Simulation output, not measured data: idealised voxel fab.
The process module presented herein is designated voxel self aligned contacts.
This is section cut - it's 235 nm across, gridded in 5 nm square cells.
If you're reading a cross-section in this doc, picture square cells in a grid; it comes to you as bands, top ones listed first down to the bottom, and a band can be one or more rows of cells.
Band: top and bottom heights (nm) first, top before bottom; then materials from left to right, widths in nm. "full width" marks a sole material filling the band edge to edge. "empty" denotes empty space.
We count height from 0. Below that, the starting wafer is all one material. The lowest band never ends at the bottom but goes on down; see "0 -> down" for how that is written.
Quick explanation for "30 to 40": the width changes in equal steps down the rows of cells, from the first number in the band's top row to the second number in its bottom row.
Where a step carries "left unchanged", the cross-section came out of it unchanged, cell for cell.
Enclosed voids (no open way to top), threshold 8 cells or more, entry "Sealed internal voids", notation width x height at distance, distance from left edge, nm.
Note: text after step settings on the step line = simulator remark on that step.
overlay nm, on a step with a mask: how far to the right of its planned place the mask lay; to the left if negative

Steps in the process plan
| 1 | RECEIVE [material Si] |
| 2 | CONFORMAL_DEP [material SiO2] [thk nm 5] |
| 3 | DIRECTIONAL_DEP [material polySi] [thk nm 20] |
| 4 | DIRECTIONAL_DEP [material SiN] [thk nm 25] |
| 5 | MASKED_ETCH [tone cover] [mask id GATE] [width nm 25] [pitch nm 65] [etch materials SiN] [depth nm 25] [overlay nm 0] |
| 6 | MASKED_ETCH [tone cover] [mask id GATE] [width nm 15] [pitch nm 65] [etch materials polySi] [depth nm 20] [overlay nm 0] |
| 7 | CONFORMAL_DEP [material SiN] [thk nm 10] |
| 8 | DIRECTIONAL_ETCH [etch materials SiN] [depth nm 10] |
| 9 | FILL_DEP [material SiO2] [thk nm 15] |
| 10 | CMP [height nm 60] |
| 11 | PATTERN [tone open] [mask id CONTACT] [material resist] [width nm 50] [pitch nm 65] [thk nm 20] [overlay nm 0] |
| 12 | DIRECTIONAL_ETCH [etch materials SiO2] [depth nm 60] |
| 13 | STRIP [etch materials resist] |
| 14 | CONFORMAL_DEP [material TiN] [thk nm 5] |
| 15 | FILL_DEP [material Ru] [thk nm 10] |
| 16 | CMP [height nm 60] |
| 17 | CONFORMAL_DEP [material SiCN] [thk nm 5] |
Don't read the plan's width nm for step 6 as applying to every wafer: that's the first wafer's value, and the wafers differ in it, though they all start identical.

Received wafers, first of several: cross-section after step 1
> 0 -> down: Si full width
> Sealed internal voids: none

Depicted here is the first of several wafers in cross-section, at module completion following the last step, step 17
> 65 -> 60: SiCN full width
> 60 -> 50: SiO2: 60, then TiN: 5 to 20, then Ru: 40 to 10, then TiN: 5 to 20, then SiO2: 15, then TiN: 5 to 20, then Ru: 40 to 10, then TiN: 5 to 20, then SiO2: 60
> 50 -> 25: SiO2: 30, then SiN: 45, then TiN: 5, then Ru: 10, then TiN: 5, then SiN: 45, then TiN: 5, then Ru: 10, then TiN: 5, then SiN: 45, then SiO2: 30
> 25 -> 5: SiO2: 30, then SiN: 10, then polySi: 25, then SiN: 10, then TiN: 5, then Ru: 10, then TiN: 5, then SiN: 10, then polySi: 25, then SiN: 10, then TiN: 5, then Ru: 10, then TiN: 5, then SiN: 10, then polySi: 25, then SiN: 10, then SiO2: 30
> 5 -> 0: SiO2: 75, then TiN: 20, then SiO2: 45, then TiN: 20, then SiO2: 75
> 0 -> down: Si full width
> Sealed internal voids: none

Here's the last wafer cross-sectioned at the end of the module
> 65 -> 60: SiCN full width
> 60 -> 50: SiO2: 60, then TiN: 5 to 20, then Ru: 40 to 10, then TiN: 5 to 20, then SiO2: 15, then TiN: 5 to 20, then Ru: 40 to 10, then TiN: 5 to 20, then SiO2: 60
> 50 -> 30: SiO2: 30, then SiN: 45, then TiN: 5, then Ru: 10, then TiN: 5, then SiN: 45, then TiN: 5, then Ru: 10, then TiN: 5, then SiN: 45, then SiO2: 30
> 30 -> 25: SiO2: 30, then SiN: 45, then TiN: 20, then SiN: 45, then TiN: 20, then SiN: 45, then SiO2: 30
> 25 -> 5: SiO2: 25, then SiN: 10, then polySi: 40, then SiN: 10, then TiN: 5, then SiN: 10, then polySi: 40, then SiN: 10, then TiN: 5, then SiN: 10, then polySi: 40, then SiN: 10, then SiO2: 20
> 5 -> 0: SiO2: 85, then TiN: 5, then SiO2: 60, then TiN: 5, then SiO2: 80
> 0 -> down: Si full width
> Sealed internal voids: none

Take any row and you have a wafer at the end of the module: how many cells of each material it has gained (+) or lost (-) since it was received, and then its closed voids
width nm 15 | +56 Ru | +47 SiCN | +183 SiN | +201 SiO2 | +64 TiN | +60 polySi | Sealed internal voids: none
width nm 20 | +56 Ru | +47 SiCN | +183 SiN | +201 SiO2 | +64 TiN | +60 polySi | Sealed internal voids: none
width nm 25 | +56 Ru | +47 SiCN | +183 SiN | +201 SiO2 | +64 TiN | +60 polySi | Sealed internal voids: none
width nm 30 | +46 Ru | +47 SiCN | +183 SiN | +199 SiO2 | +64 TiN | +72 polySi | Sealed internal voids: none
width nm 35 | +36 Ru | +47 SiCN | +183 SiN | +197 SiO2 | +64 TiN | +84 polySi | Sealed internal voids: none
width nm 40 | +36 Ru | +47 SiCN | +183 SiN | +195 SiO2 | +54 TiN | +96 polySi | Sealed internal voids: none
